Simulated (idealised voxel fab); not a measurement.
Process module name: voxel capacitor over wiring
The cross-section on display is named cut; it measures 190 nm wide, and its cells are 5 nm squares.
Cross-section = grid of square cells, listed top down in bands; band = one or more rows. Within each band entry, the heights of the top and of the bottom of the band appear first, in that order and in nm; the materials of the band then follow from left to right, each with its corresponding width in nm. The designation "full width" on a single material indicates that it fills the band from edge to edge; the designation "blank" indicates empty space. All heights in this document are referenced to 0, defined as the level beneath which the wafer, as received, consists entirely of one material. The lowest band is not bounded below; it extends indefinitely downward and is written in the form "0 down". Per-row width for "30 to 40": begins at first number (top row of band), ends at second number (bottom row), increment between rows held constant. "nothing changed" -> step changed no cross-section cell. Look at "Enclosed internal cavities" for the closed voids: empty spaces with no open path to the top, sized 8 cells or up. Each is width x height at distance, distance from the left edge, all nm. On a step's line, text after the settings is the simulator commenting on that step. The line of a step may include "overlay nm". On a step with a mask, this value is how far to the right of its planned place the mask lay. A negative value means the mask lay to the left.
Process steps foreseen in the plan:
1,RECEIVE: material Si
2,CONFORMAL_DEP: material SiO2, thk nm 10
3,CONFORMAL_DEP: material SiN, thk nm 5
4,DIRECTIONAL_DEP: material SiO2, thk nm 15
5,MASKED_ETCH: tone open, mask id METAL_1, width nm 30, pitch nm 80, etch materials SiO2, depth nm 15, overlay nm 0
6,MASKED_ETCH: tone open, mask id METAL_1, width nm 30, pitch nm 80, etch materials SiN, depth nm 5, overlay nm 0
7,CONFORMAL_DEP: material TiN, thk nm 5
8,FILL_DEP: material Ru, thk nm 10
9,CMP: height nm 30
10,EPI: material Ru, thk nm 5
11,FILL_DEP: material SiCN, thk nm 5
12,DIRECTIONAL_DEP: material SiO2, thk nm 10
13,PATTERN: tone open, mask id PLUG_1, material resist, width nm 15, thk nm 15, overlay nm 0
14,DIRECTIONAL_ETCH: etch materials SiO2, depth nm 10
15,DIRECTIONAL_ETCH: etch materials SiCN, depth nm 5
16,STRIP: etch materials resist
17,CONFORMAL_DEP: material TiN, thk nm 5
18,FILL_DEP: material Cu, thk nm 10
19,CMP: height nm 50
20,DIRECTIONAL_DEP: material TiN, thk nm 5
21,DIRECTIONAL_DEP: material HfO2, thk nm 5
22,DIRECTIONAL_DEP: material TiN, thk nm 5
23,DIRECTIONAL_DEP: material aC, thk nm 10
24,PATTERN: tone cover, mask id UPPER_PLATE, material resist, width nm 55, thk nm 25, overlay nm 0
25,DIRECTIONAL_ETCH: etch materials aC, depth nm 10
26,STRIP: etch materials resist
27,DIRECTIONAL_ETCH: etch materials TiN, depth nm 5
28,DIRECTIONAL_ETCH: etch materials HfO2, depth nm 5
29,STRIP: etch materials aC
30,PATTERN: tone cover, mask id LOWER_PLATE, material resist, width nm 65, thk nm 15, overlay nm 0
31,DIRECTIONAL_ETCH: etch materials TiN, depth nm 5
32,STRIP: etch materials resist
33,FILL_DEP: material SiO2, thk nm 20
34,CMP: height nm 80
35,MASKED_ETCH: tone open, mask id PLUG_2, width nm 15, etch materials SiO2, depth nm 15, overlay nm 0
36,CONFORMAL_DEP: material TiN, thk nm 5
37,FILL_DEP: material W, thk nm 5
38,CMP: height nm 80
39,CONFORMAL_DEP: material SiN, thk nm 5
The cross-section here shows the wafer as received, i.e. in its state after step 1:
0 down  Si full width
Enclosed internal cavities: none
Cross-sectional view of the first of the two wafers upon completion of the module, processed in accordance with the plan:
85 to 80  SiN full width
80 to 70  SiO2 65 nm | TiN 5 nm | W 5 nm | TiN 5 nm | SiO2 110 nm
70 to 60  SiO2 65 to 55 nm | TiN 15 to 55 nm | SiO2 110 to 80 nm
60 to 55  SiO2 55 nm | HfO2 55 nm | SiO2 80 nm
55 to 50  SiO2 50 nm | TiN 65 nm | SiO2 75 nm
50 to 40  SiO2 55 nm | TiN 5 nm | Cu 5 nm | TiN 5 nm | SiO2 120 nm
40 to 35  SiCN 55 nm | TiN 15 nm | SiCN 120 nm
35 to 30  SiCN 35 nm | Ru 40 nm | SiCN 40 nm | Ru 40 nm | SiCN 35 nm
30 to 15  SiO2 40 nm | TiN 5 nm | Ru 20 nm | TiN 5 nm | SiO2 50 nm | TiN 5 nm | Ru 20 nm | TiN 5 nm | SiO2 40 nm
15 to 10  SiN 40 nm | TiN 30 nm | SiN 50 nm | TiN 30 nm | SiN 40 nm
10 to 0  SiO2 full width
0 down  Si full width
Enclosed internal cavities: none
Same start, same plan as the first wafer - but one mistake in the run. Cross-section of the second of the two at the end of the module:
85 to 80  SiN full width
80 to 70  SiO2 65 nm | TiN 5 nm | W 5 nm | TiN 5 nm | SiO2 110 nm
70 to 60  SiO2 65 to 55 nm | TiN 15 to 55 nm | SiO2 110 to 80 nm
60 to 55  Cu full width
55 to 50  TiN full width
50 to 40  SiO2 55 nm | TiN 5 nm | Cu 5 nm | TiN 5 nm | SiO2 120 nm
40 to 35  SiCN 55 nm | TiN 15 nm | SiCN 120 nm
35 to 30  SiCN 35 nm | Ru 40 nm | SiCN 40 nm | Ru 40 nm | SiCN 35 nm
30 to 15  SiO2 40 nm | TiN 5 nm | Ru 20 nm | TiN 5 nm | SiO2 50 nm | TiN 5 nm | Ru 20 nm | TiN 5 nm | SiO2 40 nm
15 to 10  SiN 40 nm | TiN 30 nm | SiN 50 nm | TiN 30 nm | SiN 40 nm
10 to 0  SiO2 full width
0 down  Si full width
Enclosed internal cavities: none
Against the plan, the run slipped here: note that step 21 departed from the planned setting and was carried out as DIRECTIONAL_DEP: material Cu, thk nm 5
Final cells, second wafer relative to first, materials higher or lower: 38 more of Cu; 11 fewer of HfO2; 52 fewer of SiO2; 25 more of TiN
